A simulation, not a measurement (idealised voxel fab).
voxel wiring stack: a process module
For reference, the cross-section in this document is cut, with width 140 nm and square cells of 5 nm.
Cross-section, as written here: a square-cell grid given band by band from the top down, where a band holds one or more rows of cells. Within each band entry, the heights of the top and of the bottom of the band appear first, in that order and in nm; the materials of the band then follow from left to right, each with its corresponding width in nm. The designation "full width" on a single material indicates that it fills the band from edge to edge; the designation "blank" indicates empty space. Heights from 0 (as-received wafer is one material below). Bottom band endless downward, as "0 nm and below". You'd read "30->40" like this: the band's top row of cells is as wide as the first number, its bottom row is as wide as the second, and going down, every row changes width by the same amount as the row before did. No cell of the cross-section changed in a step that is given as "remains unaltered". The entry titled "Trapped void list" provides the empty spaces that have no open way to the top, restricted to those of 8 cells or more. Each is presented as width x height at distance, the distance being measured from the left edge, with all three in nm. Read whatever lies past the settings on a step's line as the simulator's own remark about the step. overlay nm: how far to the right of its planned place the mask lay on this masked step (negative: to the left). Layout of what follows: cross-section pairs, each bracketing one process step, the after cross-section shown only to the lowest band that changed, the step between and its settings noted under each pair. Pairs may originate in different runs of this module on the same starting wafer; a pair continues from the pair above only where its entry headed "State before" says so.

# State before
  0 nm and below | Si full width
  Trapped void list: none

# Section, Post-Step
  10 nm to 0 nm | SiO2 full width
  Under 0: no change, same as before.
  Trapped void list: none
The before and after cross-sections above differ by one step: CONFORMAL_DEP,material SiO2,thk nm 10

State before: It is represented by the cross-section appearing after the step of the pair directly above.

# Section, Post-Step
  15 nm to 10 nm | TiN full width
  Under 10: no change, same as before.
  Trapped void list: none
The before and after cross-sections above differ by one step: DIRECTIONAL_DEP,material TiN,thk nm 5

State before: It is represented by the cross-section appearing after the step of the pair directly above.

# Section, Post-Step
  40 nm to 15 nm | W full width
  Under 15: no change, same as before.
  Trapped void list: none
The before and after cross-sections above differ by one step: DIRECTIONAL_DEP,material W,thk nm 25

State before: It is represented by the cross-section appearing after the step of the pair directly above.

# Section, Post-Step
  40 nm to 15 nm | blank (35) | W (25) | blank (20) | W (25) | blank (35)
  Under 15: no change, same as before.
  Trapped void list: none
The before and after cross-sections above differ by one step: MASKED_ETCH,tone cover,mask id METAL_1,width nm 25,pitch nm 45,etch materials W,depth nm 25,overlay nm 0

State before: It is represented by the cross-section appearing after the step of the pair directly above.

# Section, Post-Step
  40 nm to 15 nm | blank (35) | W (25) | blank (20) | W (25) | blank (35)
  15 nm to 10 nm | blank (35) | TiN (25) | blank (20) | TiN (25) | blank (35)
  Under 10: no change, same as before.
  Trapped void list: none
The before and after cross-sections above differ by one step: MASKED_ETCH,tone cover,mask id METAL_1,width nm 25,pitch nm 45,etch materials TiN,depth nm 5,overlay nm 0

State before: It is represented by the cross-section appearing after the step of the pair directly above.

# Section, Post-Step
  45 nm to 40 nm | SiO2 full width
  40 nm to 15 nm | SiO2 (35) | W (25) | SiO2 (20) | W (25) | SiO2 (35)
  15 nm to 10 nm | SiO2 (35) | TiN (25) | SiO2 (20) | TiN (25) | SiO2 (35)
  Under 10: no change, same as before.
  Trapped void list: none
The before and after cross-sections above differ by one step: FILL_DEP,material SiO2,thk nm 5

State before: It is represented by the cross-section appearing after the step of the pair directly above.

# Section, Post-Step
  40 nm to 15 nm | SiO2 (35) | W (25) | SiO2 (20) | W (25) | SiO2 (35)
  Under 15: no change, same as before.
  Trapped void list: none
The before and after cross-sections above differ by one step: CMP,height nm 40

State before: It is represented by the cross-section appearing after the step of the pair directly above.

# Section, Post-Step
  45 nm to 40 nm | SiCN full width
  Under 40: no change, same as before.
  Trapped void list: none
The before and after cross-sections above differ by one step: CONFORMAL_DEP,material SiCN,thk nm 5

State before: It is represented by the cross-section appearing after the step of the pair directly above.

# Section, Post-Step
  75 nm to 45 nm | SiO2 full width
  Under 45: no change, same as before.
  Trapped void list: none
The before and after cross-sections above differ by one step: DIRECTIONAL_DEP,material SiO2,thk nm 30

State before: It is represented by the cross-section appearing after the step of the pair directly above.

# Section, Post-Step
  95 nm to 75 nm | resist (35) | blank (15) | resist (30) | blank (15) | resist (45)
  Under 75: no change, same as before.
  Trapped void list: none
The before and after cross-sections above differ by one step: PATTERN,tone open,mask id METAL_2_HOLES,material resist,width nm 15,pitch nm 45,thk nm 20,overlay nm 0

State before: It is represented by the cross-section appearing after the step of the pair directly above.

# Section, Post-Step
  95 nm to 75 nm | resist (35) | blank (15) | resist (30) | blank (15) | resist (45)
  75 nm to 45 nm | SiO2 (35) | blank (15) | SiO2 (30) | blank (15) | SiO2 (45)
  Under 45: no change, same as before.
  Trapped void list: none
The before and after cross-sections above differ by one step: DIRECTIONAL_ETCH,etch materials SiO2,depth nm 30

State before: It is represented by the cross-section appearing after the step of the pair directly above.

# Section, Post-Step
  75 nm to 45 nm | SiO2 (35) | blank (15) | SiO2 (30) | blank (15) | SiO2 (45)
  Under 45: no change, same as before.
  Trapped void list: none
The before and after cross-sections above differ by one step: STRIP,etch materials resist

State before: It is represented by the cross-section appearing after the step of the pair directly above.

# Section, Post-Step
  75 nm to 55 nm | SiO2 (35) | blank (25) | SiO2 (20) | blank (25) | SiO2 (35)
  Under 55: no change, same as before.
  Trapped void list: none
The before and after cross-sections above differ by one step: MASKED_ETCH,tone open,mask id METAL_2,width nm 25,pitch nm 45,etch materials SiO2,depth nm 20,overlay nm 0

State before: It is represented by the cross-section appearing after the step of the pair directly above.

# Section, Post-Step
  75 nm to 55 nm | SiO2 (35) | blank (25) | SiO2 (20) | blank (25) | SiO2 (35)
  55 nm to 45 nm | SiO2 (35) | blank (15) | SiO2 (30) | blank (15) | SiO2 (45)
  45 nm to 40 nm | SiCN (35) | blank (15) | SiCN (30) | blank (15) | SiCN (45)
  Under 40: no change, same as before.
  Trapped void list: none
The before and after cross-sections above differ by one step: MASKED_ETCH,tone open,mask id METAL_2,width nm 25,pitch nm 45,etch materials SiCN,depth nm 5,overlay nm 0

State before: It is represented by the cross-section appearing after the step of the pair directly above.

# Section, Post-Step
  80 nm to 75 nm | TiN (40) | blank (15) | TiN (30) | blank (15) | TiN (40)
  75 nm to 60 nm | SiO2 (35) | TiN (5) | blank (15) | TiN (5) | SiO2 (20) | TiN (5) | blank (15) | TiN (5) | SiO2 (35)
  60 nm to 55 nm | SiO2 (35) | TiN (5) | blank (5) | TiN (15) | SiO2 (20) | TiN (5) | blank (5) | TiN (15) | SiO2 (35)
  55 nm to 45 nm | SiO2 (35) | TiN (5) | blank (5) | TiN (5) | SiO2 (30) | TiN (5) | blank (5) | TiN (5) | SiO2 (45)
  45 nm to 40 nm | SiCN (35) | TiN (15) | SiCN (30) | TiN (15) | SiCN (45)
  Under 40: no change, same as before.
  Trapped void list: none
The before and after cross-sections above differ by one step: CONFORMAL_DEP,material TiN,thk nm 5

State before: It is represented by the cross-section appearing after the step of the pair directly above.

# Section, Post-Step
  90 nm to 80 nm | Cu full width
  80 nm to 75 nm | TiN (40) | Cu (15) | TiN (30) | Cu (15) | TiN (40)
  75 nm to 60 nm | SiO2 (35) | TiN (5) | Cu (15) | TiN (5) | SiO2 (20) | TiN (5) | Cu (15) | TiN (5) | SiO2 (35)
  60 nm to 55 nm | SiO2 (35) | TiN (5) | Cu (5) | TiN (15) | SiO2 (20) | TiN (5) | Cu (5) | TiN (15) | SiO2 (35)
  55 nm to 45 nm | SiO2 (35) | TiN (5) | Cu (5) | TiN (5) | SiO2 (30) | TiN (5) | Cu (5) | TiN (5) | SiO2 (45)
  Under 45: no change, same as before.
  Trapped void list: none
The before and after cross-sections above differ by one step: FILL_DEP,material Cu,thk nm 10

State before: It is represented by the cross-section appearing after the step of the pair directly above.

# Section, Post-Step
  75 nm to 60 nm | SiO2 (35) | TiN (5) | Cu (15) | TiN (5) | SiO2 (20) | TiN (5) | Cu (15) | TiN (5) | SiO2 (35)
  Under 60: no change, same as before.
  Trapped void list: none
The before and after cross-sections above differ by one step: CMP,height nm 75

State before: It is represented by the cross-section appearing after the step of the pair directly above.

# Section, Post-Step
  80 nm to 75 nm | SiCN full width
  Under 75: no change, same as before.
  Trapped void list: none
The before and after cross-sections above differ by one step: CONFORMAL_DEP,material SiCN,thk nm 5

State before: It is represented by the cross-section appearing after the step of the pair directly above.

# Section, Post-Step
  90 nm to 80 nm | lowk full width
  Under 80: no change, same as before.
  Trapped void list: none
The before and after cross-sections above differ by one step: DIRECTIONAL_DEP,material lowk,thk nm 10

State before: It is represented by the cross-section appearing after the step of the pair directly above.

# Section, Post-Step
  90 nm to 80 nm | lowk (35) | blank (15) | lowk (30) | blank (15) | lowk (45)
  Under 80: no change, same as before.
  Trapped void list: none
The before and after cross-sections above differ by one step: MASKED_ETCH,tone open,mask id PLUG_2,width nm 15,pitch nm 45,etch materials lowk,depth nm 10,overlay nm 0

State before: It is represented by the cross-section appearing after the step of the pair directly above.

# Section, Post-Step
  90 nm to 80 nm | lowk (35) | blank (15) | lowk (30) | blank (15) | lowk (45)
  80 nm to 75 nm | SiCN (35) | blank (15) | SiCN (30) | blank (15) | SiCN (45)
  Under 75: no change, same as before.
  Trapped void list: none
The before and after cross-sections above differ by one step: MASKED_ETCH,tone open,mask id PLUG_2,width nm 15,pitch nm 45,etch materials SiCN,depth nm 5,overlay nm 0

State before: It is represented by the cross-section appearing after the step of the pair directly above.

# Section, Post-Step
  90 nm to 85 nm | lowk (35) | blank (15) | lowk (30) | blank (15) | lowk (45)
  85 nm to 80 nm | lowk (35) | Ru (15) | lowk (30) | Ru (15) | lowk (45)
  80 nm to 75 nm | SiCN (35) | Ru (15) | SiCN (30) | Ru (15) | SiCN (45)
  Under 75: no change, same as before.
  Trapped void list: none
The before and after cross-sections above differ by one step: EPI,material Ru,thk nm 10

State before: It is represented by the cross-section appearing after the step of the pair directly above.

# Section, Post-Step
  90 nm to 80 nm | lowk (35) | Ru (15) | lowk (30) | Ru (15) | lowk (45)
  Under 80: no change, same as before.
  Trapped void list: none
The before and after cross-sections above differ by one step: EPI,material Ru,thk nm 5

State before: It is represented by the cross-section appearing after the step of the pair directly above.

# Section, Post-Step
  95 nm to 90 nm | TiN full width
  Under 90: no change, same as before.
  Trapped void list: none
The before and after cross-sections above differ by one step: DIRECTIONAL_DEP,material TiN,thk nm 5

State before: It is represented by the cross-section appearing after the step of the pair directly above.

# Section, Post-Step
  110 nm to 95 nm | W full width
  Under 95: no change, same as before.
  Trapped void list: none
The before and after cross-sections above differ by one step: DIRECTIONAL_DEP,material W,thk nm 15

State before: It is represented by the cross-section appearing after the step of the pair directly above.

# Section, Post-Step
  125 nm to 110 nm | aC full width
  Under 110: no change, same as before.
  Trapped void list: none
The before and after cross-sections above differ by one step: DIRECTIONAL_DEP,material aC,thk nm 15

State before: It is represented by the cross-section appearing after the step of the pair directly above.

# Section, Post-Step
  155 nm to 125 nm | blank (35) | resist (25) | blank (20) | resist (25) | blank (35)
  Under 125: no change, same as before.
  Trapped void list: none
The before and after cross-sections above differ by one step: PATTERN,tone cover,mask id METAL_3,material resist,width nm 25,pitch nm 45,thk nm 30,overlay nm 0

State before: It is represented by the cross-section appearing after the step of the pair directly above.

# Section, Post-Step
  140 nm to 125 nm | blank (35) | resist (25) | blank (20) | resist (25) | blank (35)
  125 nm to 110 nm | blank (35) | aC (25) | blank (20) | aC (25) | blank (35)
  Under 110: no change, same as before.
  Trapped void list: none
The before and after cross-sections above differ by one step: DIRECTIONAL_ETCH,etch materials aC,depth nm 15

State before: It is represented by the cross-section appearing after the step of the pair directly above.

# Section, Post-Step
  125 nm to 110 nm | blank (35) | aC (25) | blank (20) | aC (25) | blank (35)
  Under 110: no change, same as before.
  Trapped void list: none
The before and after cross-sections above differ by one step: STRIP,etch materials resist

State before: It is represented by the cross-section appearing after the step of the pair directly above.

# Section, Post-Step
  125 nm to 110 nm | blank (35) | aC (25) | blank (20) | aC (25) | blank (35)
  110 nm to 95 nm | blank (35) | W (25) | blank (20) | W (25) | blank (35)
  Under 95: no change, same as before.
  Trapped void list: none
The before and after cross-sections above differ by one step: DIRECTIONAL_ETCH,etch materials W,depth nm 15

State before: It is represented by the cross-section appearing after the step of the pair directly above.

# Section, Post-Step
  125 nm to 110 nm | blank (35) | aC (25) | blank (20) | aC (25) | blank (35)
  110 nm to 95 nm | blank (35) | W (25) | blank (20) | W (25) | blank (35)
  95 nm to 90 nm | blank (35) | TiN (25) | blank (20) | TiN (25) | blank (35)
  Under 90: no change, same as before.
  Trapped void list: none
The before and after cross-sections above differ by one step: DIRECTIONAL_ETCH,etch materials TiN,depth nm 5

State before: It is represented by the cross-section appearing after the step of the pair directly above.

# Section, Post-Step
  110 nm to 95 nm | blank (35) | W (25) | blank (20) | W (25) | blank (35)
  Under 95: no change, same as before.
  Trapped void list: none
The before and after cross-sections above differ by one step: STRIP,etch materials aC

State before: It is represented by the cross-section appearing after the step of the pair directly above.

# Section, Post-Step
  115 nm to 110 nm | blank (30) | SiN (35) | blank (10) | SiN (35) | blank (30)
  110 nm to 95 nm | blank (30) | SiN (5) | W (25) | SiN (5) | blank (10) | SiN (5) | W (25) | SiN (5) | blank (30)
  95 nm to 90 nm | SiN (35) | TiN (25) | SiN (20) | TiN (25) | SiN (35)
  Under 90: no change, same as before.
  Trapped void list: none
The before and after cross-sections above differ by one step: CONFORMAL_DEP,material SiN,thk nm 5

State before: It is represented by the cross-section appearing after the step of the pair directly above.

# Section, Post-Step
  120 nm to 115 nm | SiO2 full width
  115 nm to 110 nm | SiO2 (30) | SiN (35) | SiO2 (10) | SiN (35) | SiO2 (30)
  110 nm to 95 nm | SiO2 (30) | SiN (5) | W (25) | SiN (5) | SiO2 (10) | SiN (5) | W (25) | SiN (5) | SiO2 (30)
  Under 95: no change, same as before.
  Trapped void list: none
The before and after cross-sections above differ by one step: FILL_DEP,material SiO2,thk nm 5

State before: It is represented by the cross-section appearing after the step of the pair directly above.

# Section, Post-Step
  110 nm to 95 nm | SiO2 (30) | SiN (5) | W (25) | SiN (5) | SiO2 (10) | SiN (5) | W (25) | SiN (5) | SiO2 (30)
  Under 95: no change, same as before.
  Trapped void list: none
The before and after cross-sections above differ by one step: CMP,height nm 110

State before: It is represented by the cross-section appearing after the step of the pair directly above.

# Section, Post-Step
  115 nm to 110 nm | SiCN full width
  Under 110: no change, same as before.
  Trapped void list: none
The before and after cross-sections above differ by one step: CONFORMAL_DEP,material SiCN,thk nm 5

# State before
  80 nm to 75 nm | SiCN full width
  75 nm to 60 nm | SiO2 (35) | TiN (5) | Cu (15) | TiN (5) | SiO2 (20) | TiN (5) | Cu (15) | TiN (5) | SiO2 (35)
  60 nm to 55 nm | SiO2 (35) | TiN (5) | Cu (5) | TiN (15) | SiO2 (20) | TiN (5) | Cu (5) | TiN (15) | SiO2 (35)
  55 nm to 45 nm | SiO2 (35) | TiN (5) | Cu (5) | TiN (5) | SiO2 (30) | TiN (5) | Cu (5) | TiN (5) | SiO2 (45)
  45 nm to 40 nm | SiCN (35) | TiN (15) | SiCN (30) | TiN (15) | SiCN (45)
  40 nm to 15 nm | SiO2 (35) | W (25) | SiO2 (20) | W (25) | SiO2 (35)
  15 nm to 10 nm | SiO2 (35) | TiN (25) | SiO2 (20) | TiN (25) | SiO2 (35)
  10 nm to 0 nm | SiO2 full width
  0 nm and below | Si full width
  Trapped void list: none

# Section, Post-Step
  80 nm to 75 nm | SiCN (35) | blank (15) | SiCN (30) | blank (15) | SiCN (45)
  Under 75: no change, same as before.
  Trapped void list: none
The before and after cross-sections above differ by one step: MASKED_ETCH,tone open,mask id PLUG_2,width nm 15,pitch nm 45,etch materials SiCN,depth nm 5,overlay nm 0

State before: It is represented by the cross-section appearing after the step of the pair directly above.

# Section, Post-Step
  85 nm to 80 nm | blank (30) | Ru (25) | blank (20) | Ru (25) | blank (40)
  80 nm to 75 nm | SiCN (35) | Ru (15) | SiCN (30) | Ru (15) | SiCN (45)
  Under 75: no change, same as before.
  Trapped void list: none
The before and after cross-sections above differ by one step: EPI,material Ru,thk nm 10

State before: It is represented by the cross-section appearing after the step of the pair directly above.

# Section, Post-Step
  90 nm to 80 nm | blank (25) | Ru (35) | blank (10) | Ru (35) | blank (35)
  Under 80: no change, same as before.
  Trapped void list: none
The before and after cross-sections above differ by one step: EPI,material Ru,thk nm 5

State before: It is represented by the cross-section appearing after the step of the pair directly above.

# Section, Post-Step
  95 nm to 90 nm | blank (25) | TiN (35) | blank (10) | TiN (35) | blank (35)
  90 nm to 85 nm | blank (25) | Ru (35) | blank (10) | Ru (35) | blank (35)
  85 nm to 80 nm | TiN (25) | Ru (35) | TiN (10) | Ru (35) | TiN (35)
  Under 80: no change, same as before.
  Trapped void list: none
The before and after cross-sections above differ by one step: DIRECTIONAL_DEP,material TiN,thk nm 5

State before: It is represented by the cross-section appearing after the step of the pair directly above.

# Section, Post-Step
  110 nm to 100 nm | blank (25) | W (35) | blank (10) | W (35) | blank (35)
  100 nm to 95 nm | W full width
  95 nm to 90 nm | W (25) | TiN (35) | W (10) | TiN (35) | W (35)
  90 nm to 85 nm | W (25) | Ru (35) | W (10) | Ru (35) | W (35)
  Under 85: no change, same as before.
  Trapped void list: none
The before and after cross-sections above differ by one step: DIRECTIONAL_DEP,material W,thk nm 15

State before: It is represented by the cross-section appearing after the step of the pair directly above.

# Section, Post-Step
  125 nm to 115 nm | blank (25) | aC (35) | blank (10) | aC (35) | blank (35)
  115 nm to 110 nm | aC full width
  110 nm to 100 nm | aC (25) | W (35) | aC (10) | W (35) | aC (35)
  Under 100: no change, same as before.
  Trapped void list: none
The before and after cross-sections above differ by one step: DIRECTIONAL_DEP,material aC,thk nm 15

State before: It is represented by the cross-section appearing after the step of the pair directly above.

# Section, Post-Step
  155 nm to 125 nm | blank (35) | resist (25) | blank (20) | resist (25) | blank (35)
  Under 125: no change, same as before.
  Trapped void list: none
The before and after cross-sections above differ by one step: PATTERN,tone cover,mask id METAL_3,material resist,width nm 25,pitch nm 45,thk nm 30,overlay nm 0

State before: It is represented by the cross-section appearing after the step of the pair directly above.

# Section, Post-Step
  140 nm to 125 nm | blank (35) | resist (25) | blank (20) | resist (25) | blank (35)
  125 nm to 110 nm | blank (35) | aC (25) | blank (20) | aC (25) | blank (35)
  110 nm to 100 nm | blank (25) | W (35) | blank (10) | W (35) | blank (35)
  Under 100: no change, same as before.
  Trapped void list: none
The before and after cross-sections above differ by one step: DIRECTIONAL_ETCH,etch materials aC,depth nm 15

State before: It is represented by the cross-section appearing after the step of the pair directly above.

# Section, Post-Step
  125 nm to 110 nm | blank (35) | aC (25) | blank (20) | aC (25) | blank (35)
  Under 110: no change, same as before.
  Trapped void list: none
The before and after cross-sections above differ by one step: STRIP,etch materials resist

State before: It is represented by the cross-section appearing after the step of the pair directly above.

# Section, Post-Step
  125 nm to 110 nm | blank (35) | aC (25) | blank (20) | aC (25) | blank (35)
  110 nm to 95 nm | blank (35) | W (25) | blank (20) | W (25) | blank (35)
  95 nm to 90 nm | blank (25) | TiN (35) | blank (10) | TiN (35) | blank (35)
  90 nm to 85 nm | blank (25) | Ru (35) | blank (10) | Ru (35) | blank (35)
  Under 85: no change, same as before.
  Trapped void list: none
The before and after cross-sections above differ by one step: DIRECTIONAL_ETCH,etch materials W,depth nm 15

State before: It is represented by the cross-section appearing after the step of the pair directly above.

# Section, Post-Step
  125 nm to 110 nm | blank (35) | aC (25) | blank (20) | aC (25) | blank (35)
  110 nm to 95 nm | blank (35) | W (25) | blank (20) | W (25) | blank (35)
  95 nm to 90 nm | blank (35) | TiN (25) | blank (20) | TiN (25) | blank (35)
  90 nm to 80 nm | blank (25) | Ru (35) | blank (10) | Ru (35) | blank (35)
  Under 80: no change, same as before.
  Trapped void list: none
The before and after cross-sections above differ by one step: DIRECTIONAL_ETCH,etch materials TiN,depth nm 5

State before: It is represented by the cross-section appearing after the step of the pair directly above.

# Section, Post-Step
  110 nm to 95 nm | blank (35) | W (25) | blank (20) | W (25) | blank (35)
  Under 95: no change, same as before.
  Trapped void list: none
The before and after cross-sections above differ by one step: STRIP,etch materials aC

State before: It is represented by the cross-section appearing after the step of the pair directly above.

# Section, Post-Step
  115 nm to 110 nm | blank (30) | SiN (35) | blank (10) | SiN (35) | blank (30)
  110 nm to 95 nm | blank (30) | SiN (5) | W (25) | SiN (5) | blank (10) | SiN (5) | W (25) | SiN (5) | blank (30)
  95 nm to 90 nm | blank (20) | SiN (15) | TiN (25) | SiN (20) | TiN (25) | SiN (5) | blank (30)
  90 nm to 85 nm | blank (20) | SiN (5) | Ru (35) | SiN (10) | Ru (35) | SiN (5) | blank (30)
  85 nm to 80 nm | SiN (25) | Ru (35) | SiN (10) | Ru (35) | SiN (35)
  Under 80: no change, same as before.
  Trapped void list: none
The before and after cross-sections above differ by one step: CONFORMAL_DEP,material SiN,thk nm 5

State before: It is represented by the cross-section appearing after the step of the pair directly above.

# Section, Post-Step
  120 nm to 115 nm | SiO2 full width
  115 nm to 110 nm | SiO2 (30) | SiN (35) | SiO2 (10) | SiN (35) | SiO2 (30)
  110 nm to 95 nm | SiO2 (30) | SiN (5) | W (25) | SiN (5) | SiO2 (10) | SiN (5) | W (25) | SiN (5) | SiO2 (30)
  95 nm to 90 nm | SiO2 (20) | SiN (15) | TiN (25) | SiN (20) | TiN (25) | SiN (5) | SiO2 (30)
  90 nm to 85 nm | SiO2 (20) | SiN (5) | Ru (35) | SiN (10) | Ru (35) | SiN (5) | SiO2 (30)
  Under 85: no change, same as before.
  Trapped void list: none
The before and after cross-sections above differ by one step: FILL_DEP,material SiO2,thk nm 5

State before: It is represented by the cross-section appearing after the step of the pair directly above.

# Section, Post-Step
  110 nm to 95 nm | SiO2 (30) | SiN (5) | W (25) | SiN (5) | SiO2 (10) | SiN (5) | W (25) | SiN (5) | SiO2 (30)
  Under 95: no change, same as before.
  Trapped void list: none
The before and after cross-sections above differ by one step: CMP,height nm 110

State before: It is represented by the cross-section appearing after the step of the pair directly above.

# Section, Post-Step
  115 nm to 110 nm | SiCN full width
  Under 110: no change, same as before.
  Trapped void list: none
The before and after cross-sections above differ by one step: CONFORMAL_DEP,material SiCN,thk nm 5

# State before
  75 nm to 45 nm | SiO2 full width
  45 nm to 40 nm | SiCN full width
  40 nm to 15 nm | SiO2 (35) | W (25) | SiO2 (20) | W (25) | SiO2 (35)
  15 nm to 10 nm | SiO2 (35) | TiN (25) | SiO2 (20) | TiN (25) | SiO2 (35)
  10 nm to 0 nm | SiO2 full width
  0 nm and below | Si full width
  Trapped void list: none

# Section, Post-Step
  105 nm to 45 nm | SiO2 full width
  Under 45: no change, same as before.
  Trapped void list: none
The before and after cross-sections above differ by one step: DIRECTIONAL_DEP,material SiO2,thk nm 30

State before: It is represented by the cross-section appearing after the step of the pair directly above.

# Section, Post-Step
  125 nm to 105 nm | resist (35) | blank (15) | resist (30) | blank (15) | resist (45)
  Under 105: no change, same as before.
  Trapped void list: none
The before and after cross-sections above differ by one step: PATTERN,tone open,mask id METAL_2_HOLES,material resist,width nm 15,pitch nm 45,thk nm 20,overlay nm 0

State before: It is represented by the cross-section appearing after the step of the pair directly above.

# Section, Post-Step
  125 nm to 105 nm | resist (35) | blank (15) | resist (30) | blank (15) | resist (45)
  105 nm to 75 nm | SiO2 (35) | blank (15) | SiO2 (30) | blank (15) | SiO2 (45)
  Under 75: no change, same as before.
  Trapped void list: none
The before and after cross-sections above differ by one step: DIRECTIONAL_ETCH,etch materials SiO2,depth nm 30

State before: It is represented by the cross-section appearing after the step of the pair directly above.

# Section, Post-Step
  105 nm to 75 nm | SiO2 (35) | blank (15) | SiO2 (30) | blank (15) | SiO2 (45)
  Under 75: no change, same as before.
  Trapped void list: none
The before and after cross-sections above differ by one step: STRIP,etch materials resist

State before: It is represented by the cross-section appearing after the step of the pair directly above.

# Section, Post-Step
  105 nm to 85 nm | SiO2 (35) | blank (25) | SiO2 (20) | blank (25) | SiO2 (35)
  85 nm to 55 nm | SiO2 (35) | blank (15) | SiO2 (30) | blank (15) | SiO2 (45)
  Under 55: no change, same as before.
  Trapped void list: none
The before and after cross-sections above differ by one step: MASKED_ETCH,tone open,mask id METAL_2,width nm 25,pitch nm 45,etch materials SiO2,depth nm 20,overlay nm 0

State before: It is represented by the cross-section appearing after the step of the pair directly above.

# Section, Post-Step
  110 nm to 105 nm | TiN (40) | blank (15) | TiN (30) | blank (15) | TiN (40)
  105 nm to 90 nm | SiO2 (35) | TiN (5) | blank (15) | TiN (5) | SiO2 (20) | TiN (5) | blank (15) | TiN (5) | SiO2 (35)
  90 nm to 85 nm | SiO2 (35) | TiN (5) | blank (5) | TiN (15) | SiO2 (20) | TiN (5) | blank (5) | TiN (15) | SiO2 (35)
  85 nm to 60 nm | SiO2 (35) | TiN (5) | blank (5) | TiN (5) | SiO2 (30) | TiN (5) | blank (5) | TiN (5) | SiO2 (45)
  60 nm to 55 nm | SiO2 (35) | TiN (15) | SiO2 (30) | TiN (15) | SiO2 (45)
  Under 55: no change, same as before.
  Trapped void list: none
The before and after cross-sections above differ by one step: CONFORMAL_DEP,material TiN,thk nm 5

State before: It is represented by the cross-section appearing after the step of the pair directly above.

# Section, Post-Step
  120 nm to 110 nm | Cu full width
  110 nm to 105 nm | TiN (40) | Cu (15) | TiN (30) | Cu (15) | TiN (40)
  105 nm to 90 nm | SiO2 (35) | TiN (5) | Cu (15) | TiN (5) | SiO2 (20) | TiN (5) | Cu (15) | TiN (5) | SiO2 (35)
  90 nm to 85 nm | SiO2 (35) | TiN (5) | Cu (5) | TiN (15) | SiO2 (20) | TiN (5) | Cu (5) | TiN (15) | SiO2 (35)
  85 nm to 60 nm | SiO2 (35) | TiN (5) | Cu (5) | TiN (5) | SiO2 (30) | TiN (5) | Cu (5) | TiN (5) | SiO2 (45)
  Under 60: no change, same as before.
  Trapped void list: none
The before and after cross-sections above differ by one step: FILL_DEP,material Cu,thk nm 10

State before: It is represented by the cross-section appearing after the step of the pair directly above.

# Section, Post-Step
  75 nm to 60 nm | SiO2 (35) | TiN (5) | Cu (5) | TiN (5) | SiO2 (30) | TiN (5) | Cu (5) | TiN (5) | SiO2 (45)
  Under 60: no change, same as before.
  Trapped void list: none
The before and after cross-sections above differ by one step: CMP,height nm 75

State before: It is represented by the cross-section appearing after the step of the pair directly above.

# Section, Post-Step
  80 nm to 75 nm | SiCN full width
  Under 75: no change, same as before.
  Trapped void list: none
The before and after cross-sections above differ by one step: CONFORMAL_DEP,material SiCN,thk nm 5

State before: It is represented by the cross-section appearing after the step of the pair directly above.

# Section, Post-Step
  90 nm to 80 nm | lowk full width
  Under 80: no change, same as before.
  Trapped void list: none
The before and after cross-sections above differ by one step: DIRECTIONAL_DEP,material lowk,thk nm 10

State before: It is represented by the cross-section appearing after the step of the pair directly above.

# Section, Post-Step
  90 nm to 80 nm | lowk (35) | blank (15) | lowk (30) | blank (15) | lowk (45)
  Under 80: no change, same as before.
  Trapped void list: none
The before and after cross-sections above differ by one step: MASKED_ETCH,tone open,mask id PLUG_2,width nm 15,pitch nm 45,etch materials lowk,depth nm 10,overlay nm 0

State before: It is represented by the cross-section appearing after the step of the pair directly above.

# Section, Post-Step
  90 nm to 80 nm | lowk (35) | blank (15) | lowk (30) | blank (15) | lowk (45)
  80 nm to 75 nm | SiCN (35) | blank (15) | SiCN (30) | blank (15) | SiCN (45)
  Under 75: no change, same as before.
  Trapped void list: none
The before and after cross-sections above differ by one step: MASKED_ETCH,tone open,mask id PLUG_2,width nm 15,pitch nm 45,etch materials SiCN,depth nm 5,overlay nm 0

State before: It is represented by the cross-section appearing after the step of the pair directly above.

# Section, Post-Step
  90 nm to 85 nm | lowk (35) | blank (15) | lowk (30) | blank (15) | lowk (45)
  85 nm to 80 nm | lowk (35) | Ru (15) | lowk (30) | Ru (15) | lowk (45)
  80 nm to 75 nm | SiCN (35) | Ru (15) | SiCN (30) | Ru (15) | SiCN (45)
  Under 75: no change, same as before.
  Trapped void list: none
The before and after cross-sections above differ by one step: EPI,material Ru,thk nm 10

State before: It is represented by the cross-section appearing after the step of the pair directly above.

# Section, Post-Step
  90 nm to 80 nm | lowk (35) | Ru (15) | lowk (30) | Ru (15) | lowk (45)
  Under 80: no change, same as before.
  Trapped void list: none
The before and after cross-sections above differ by one step: EPI,material Ru,thk nm 5

State before: It is represented by the cross-section appearing after the step of the pair directly above.

# Section, Post-Step
  95 nm to 90 nm | TiN full width
  Under 90: no change, same as before.
  Trapped void list: none
The before and after cross-sections above differ by one step: DIRECTIONAL_DEP,material TiN,thk nm 5

State before: It is represented by the cross-section appearing after the step of the pair directly above.

# Section, Post-Step
  110 nm to 95 nm | W full width
  Under 95: no change, same as before.
  Trapped void list: none
The before and after cross-sections above differ by one step: DIRECTIONAL_DEP,material W,thk nm 15

State before: It is represented by the cross-section appearing after the step of the pair directly above.

# Section, Post-Step
  125 nm to 110 nm | aC full width
  Under 110: no change, same as before.
  Trapped void list: none
The before and after cross-sections above differ by one step: DIRECTIONAL_DEP,material aC,thk nm 15

State before: It is represented by the cross-section appearing after the step of the pair directly above.

# Section, Post-Step
  155 nm to 125 nm | blank (35) | resist (25) | blank (20) | resist (25) | blank (35)
  Under 125: no change, same as before.
  Trapped void list: none
The before and after cross-sections above differ by one step: PATTERN,tone cover,mask id METAL_3,material resist,width nm 25,pitch nm 45,thk nm 30,overlay nm 0

State before: It is represented by the cross-section appearing after the step of the pair directly above.

# Section, Post-Step
  140 nm to 125 nm | blank (35) | resist (25) | blank (20) | resist (25) | blank (35)
  125 nm to 110 nm | blank (35) | aC (25) | blank (20) | aC (25) | blank (35)
  Under 110: no change, same as before.
  Trapped void list: none
The before and after cross-sections above differ by one step: DIRECTIONAL_ETCH,etch materials aC,depth nm 15

State before: It is represented by the cross-section appearing after the step of the pair directly above.

# Section, Post-Step
  125 nm to 110 nm | blank (35) | aC (25) | blank (20) | aC (25) | blank (35)
  Under 110: no change, same as before.
  Trapped void list: none
The before and after cross-sections above differ by one step: STRIP,etch materials resist

State before: It is represented by the cross-section appearing after the step of the pair directly above.

# Section, Post-Step
  125 nm to 110 nm | blank (35) | aC (25) | blank (20) | aC (25) | blank (35)
  110 nm to 95 nm | blank (35) | W (25) | blank (20) | W (25) | blank (35)
  Under 95: no change, same as before.
  Trapped void list: none
The before and after cross-sections above differ by one step: DIRECTIONAL_ETCH,etch materials W,depth nm 15
